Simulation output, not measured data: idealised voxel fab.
voxel lift off: a process module
For reference, the cross-section in this document is cut, with width 285 nm and square cells of 5 nm.
Square cells in a grid make up a cross-section in this document, and the grid is given as bands, listed from the top down, each one or more rows of cells. It is stipulated that each band's entry specify, in nanometres, the height of the top of the band and then that of its bottom, followed by the materials of the band in left-to-right sequence, each together with its width in nanometres. A single material marked by the word "all across" is understood to fill the band from edge to edge; the word "air" is understood to denote empty space. Where do heights start? At 0: under that level the wafer as delivered is made of one material only. And the lowest band has no floor; it just carries on downward, as in "0 -> down". Width spec "30->40" -> top row of cells at first value, bottom row at second value, equal per-row change in between. The designation "no change occurred", where it is given for a processing step, indicates that no cell of the cross-section was altered in the course of that step. Enclosed voids (no open way to top), threshold 8 cells or more, entry "Enclosed empty spaces", notation width x height at distance, distance from left edge, nm. Formally, on a step line, whatever follows the settings is a remark that the simulator itself makes on the step. On any step carrying a mask, the "overlay nm" setting, if present on the step's line, tells how far right of its planned place the mask lay; negative values point to the left.
The steps planned for the process are as follows:
1,RECEIVE | material Si
2,CONFORMAL_DEP | material SiO2 | thk nm 15
3,PATTERN | tone open | mask id LINES | material resist | width nm 25 | pitch nm 40 | thk nm 20 | overlay nm 0
4,DIRECTIONAL_DEP | material Ru | thk nm 10
5,STRIP | etch materials resist
6,CONFORMAL_DEP | material SiN | thk nm 10
This is the cross-section of the wafer as we received it, i.e. after step 1:
0 -> down | Si all across
Enclosed empty spaces: none
Module complete, cross-section. Starting point and plan per above. One mistake made in running the module:
40 -> 30 | air: 95, then SiN: 95, then air: 95
30 -> 25 | SiN all across
25 -> 15 | SiN: 110, then Ru: 25, then SiN: 15, then Ru: 25, then SiN: 110
15 -> 0 | SiO2 all across
0 -> down | Si all across
Enclosed empty spaces: none
So what did we get wrong on this run? planned and actual differ for step 6; actual: CONFORMAL_DEP | material SiN | thk nm 15
